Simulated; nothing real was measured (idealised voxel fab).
process module | voxel self aligned contacts
cross-section cut | 260 nm wide | cells 5 nm
A cross-section is a grid of square cells, given in bands from the top down. A band is one or more rows of cells.
Each band's line starts with the height of the band's top and of its bottom, in nm. Then come its materials from left to right, each with its width in nm. One material with "throughout" fills the band from edge to edge. "air" is empty space.
Height 0 is the level under which the wafer as received is all one material. The lowest band goes on downwards, as in "0 down".
A width such as "30 to 40" changes by the same amount from each row of cells to the next, from the band's top row to its bottom row.
"no change" after a step means that no cell of the cross-section changed.
closed voids: empty space of 8 cells or more with no open way to the top, each as width x height at its distance from the left edge, in nm
after a step's settings: what the simulator itself notes on the step
overlay nm, on a step with a mask: how far to the right of its planned place the mask lay; to the left if negative
plan
1 op RECEIVE | material Si
2 op OXIDIZE | depth nm 5
3 op DIRECTIONAL_DEP | material polySi | thk nm 30
4 op DIRECTIONAL_DEP | material SiN | thk nm 15
5 op MASKED_ETCH | tone cover | mask id GATE | width nm 25 | pitch nm 60 | etch materials SiN | depth nm 15 | overlay nm 0
6 op MASKED_ETCH | tone cover | mask id GATE | width nm 25 | pitch nm 60 | etch materials polySi | depth nm 30 | overlay nm 0
7 op CONFORMAL_DEP | material SiN | thk nm 5
8 op DIRECTIONAL_ETCH | etch materials SiN | depth nm 5
9 op FILL_DEP | material SiO2 | thk nm 20
10 op CMP | height nm 55
11 op MASKED_ETCH | tone open | mask id CONTACT | width nm 45 | etch materials SiO2 | depth nm 60 | overlay nm 0
12 op CONFORMAL_DEP | material TiN | thk nm 5
13 op FILL_DEP | material W | thk nm 10
14 op CMP | height nm 55
15 op CONFORMAL_DEP | material SiN | thk nm 5
first wafer, as planned
as received, after step 1
  0 down: Si throughout
  closed voids: none
after step 2
  0 to -5: SiO2 throughout
  below -5: unchanged
after step 3
  30 to 0: polySi throughout
  below 0: unchanged
after step 4
  45 to 30: SiN throughout
  below 30: unchanged
after step 5
  45 to 30: air 85 | SiN 25 | air 35 | SiN 25 | air 90
  below 30: unchanged
after step 6
  45 to 30: air 85 | SiN 25 | air 35 | SiN 25 | air 90
  30 to 0: air 85 | polySi 25 | air 35 | polySi 25 | air 90
  below 0: unchanged
after step 7
  50 to 30: air 80 | SiN 35 | air 25 | SiN 35 | air 85
  30 to 5: air 80 | SiN 5 | polySi 25 | SiN 5 | air 25 | SiN 5 | polySi 25 | SiN 5 | air 85
  5 to 0: SiN 85 | polySi 25 | SiN 35 | polySi 25 | SiN 90
  below 0: unchanged
after step 8
  45 to 30: air 80 | SiN 35 | air 25 | SiN 35 | air 85
  30 to 0: air 80 | SiN 5 | polySi 25 | SiN 5 | air 25 | SiN 5 | polySi 25 | SiN 5 | air 85
  below 0: unchanged
after step 9
  65 to 45: SiO2 throughout
  45 to 30: SiO2 80 | SiN 35 | SiO2 25 | SiN 35 | SiO2 85
  30 to 0: SiO2 80 | SiN 5 | polySi 25 | SiN 5 | SiO2 25 | SiN 5 | polySi 25 | SiN 5 | SiO2 85
  below 0: unchanged
after step 10
  55 to 45: SiO2 throughout
  below 45: unchanged
after step 11
  55 to 45: SiO2 105 | air 45 | SiO2 110
  45 to 30: SiO2 80 | SiN 35 | air 25 | SiN 35 | SiO2 85
  30 to 0: SiO2 80 | SiN 5 | polySi 25 | SiN 5 | air 25 | SiN 5 | polySi 25 | SiN 5 | SiO2 85
  0 to -5: SiO2 115 | air 25 | SiO2 120
  below -5: unchanged
after step 12
  60 to 55: TiN 110 | air 35 | TiN 115
  55 to 45: SiO2 105 | TiN 5 to 15 | air 35 to 15 | TiN 5 to 15 | SiO2 110
  45 to 30: SiO2 80 | SiN 35 | TiN 5 | air 15 | TiN 5 | SiN 35 | SiO2 85
  30 to 0: SiO2 80 | SiN 5 | polySi 25 | SiN 5 | TiN 5 | air 15 | TiN 5 | SiN 5 | polySi 25 | SiN 5 | SiO2 85
  0 to -5: SiO2 115 | TiN 25 | SiO2 120
  below -5: unchanged
after step 13
  70 to 60: W throughout
  60 to 55: TiN 110 | W 35 | TiN 115
  55 to 45: SiO2 105 | TiN 5 to 15 | W 35 to 15 | TiN 5 to 15 | SiO2 110
  45 to 30: SiO2 80 | SiN 35 | TiN 5 | W 15 | TiN 5 | SiN 35 | SiO2 85
  30 to 0: SiO2 80 | SiN 5 | polySi 25 | SiN 5 | TiN 5 | W 15 | TiN 5 | SiN 5 | polySi 25 | SiN 5 | SiO2 85
  below 0: unchanged
after step 14
  55 to 45: SiO2 105 | TiN 5 to 15 | W 35 to 15 | TiN 5 to 15 | SiO2 110
  below 45: unchanged
after step 15
  60 to 55: SiN throughout
  below 55: unchanged
second wafer: like start, like plan, one mistake. Through step 6 it matches the first wafer
when step 7 should have ended: no change
when step 8 should have ended
  40 to 30: air 85 | SiN 25 | air 35 | SiN 25 | air 90
  below 30: unchanged
when step 9 should have ended
  60 to 40: SiO2 throughout
  40 to 30: SiO2 85 | SiN 25 | SiO2 35 | SiN 25 | SiO2 90
  30 to 0: SiO2 85 | polySi 25 | SiO2 35 | polySi 25 | SiO2 90
  below 0: unchanged
when step 10 should have ended
  55 to 40: SiO2 throughout
  below 40: unchanged
when step 11 should have ended
  55 to 40: SiO2 105 | air 45 | SiO2 110
  40 to 30: SiO2 85 | SiN 25 | air 35 | SiN 25 | SiO2 90
  30 to 0: SiO2 85 | polySi 25 | air 35 | polySi 25 | SiO2 90
  0 to -5: SiO2 110 | air 35 | SiO2 115
  below -5: unchanged
when step 12 should have ended
  60 to 55: TiN 110 | air 35 | TiN 115
  55 to 45: SiO2 105 | TiN 5 | air 35 | TiN 5 | SiO2 110
  45 to 40: SiO2 105 | TiN 10 | air 25 | TiN 10 | SiO2 110
  40 to 30: SiO2 85 | SiN 25 | TiN 5 | air 25 | TiN 5 | SiN 25 | SiO2 90
  30 to 0: SiO2 85 | polySi 25 | TiN 5 | air 25 | TiN 5 | polySi 25 | SiO2 90
  0 to -5: SiO2 110 | TiN 35 | SiO2 115
  below -5: unchanged
when step 13 should have ended
  70 to 60: W throughout
  60 to 55: TiN 110 | W 35 | TiN 115
  55 to 45: SiO2 105 | TiN 5 | W 35 | TiN 5 | SiO2 110
  45 to 40: SiO2 105 | TiN 10 | W 25 | TiN 10 | SiO2 110
  40 to 30: SiO2 85 | SiN 25 | TiN 5 | W 25 | TiN 5 | SiN 25 | SiO2 90
  30 to 0: SiO2 85 | polySi 25 | TiN 5 | W 25 | TiN 5 | polySi 25 | SiO2 90
  below 0: unchanged
when step 14 should have ended
  55 to 45: SiO2 105 | TiN 5 | W 35 | TiN 5 | SiO2 110
  below 45: unchanged
when step 15 should have ended
  60 to 55: SiN throughout
  below 55: unchanged
what went wrong: step 7 was left out
at the end the second wafer has, in cells: 46 fewer of SiN | 24 more of SiO2 | 22 more of W
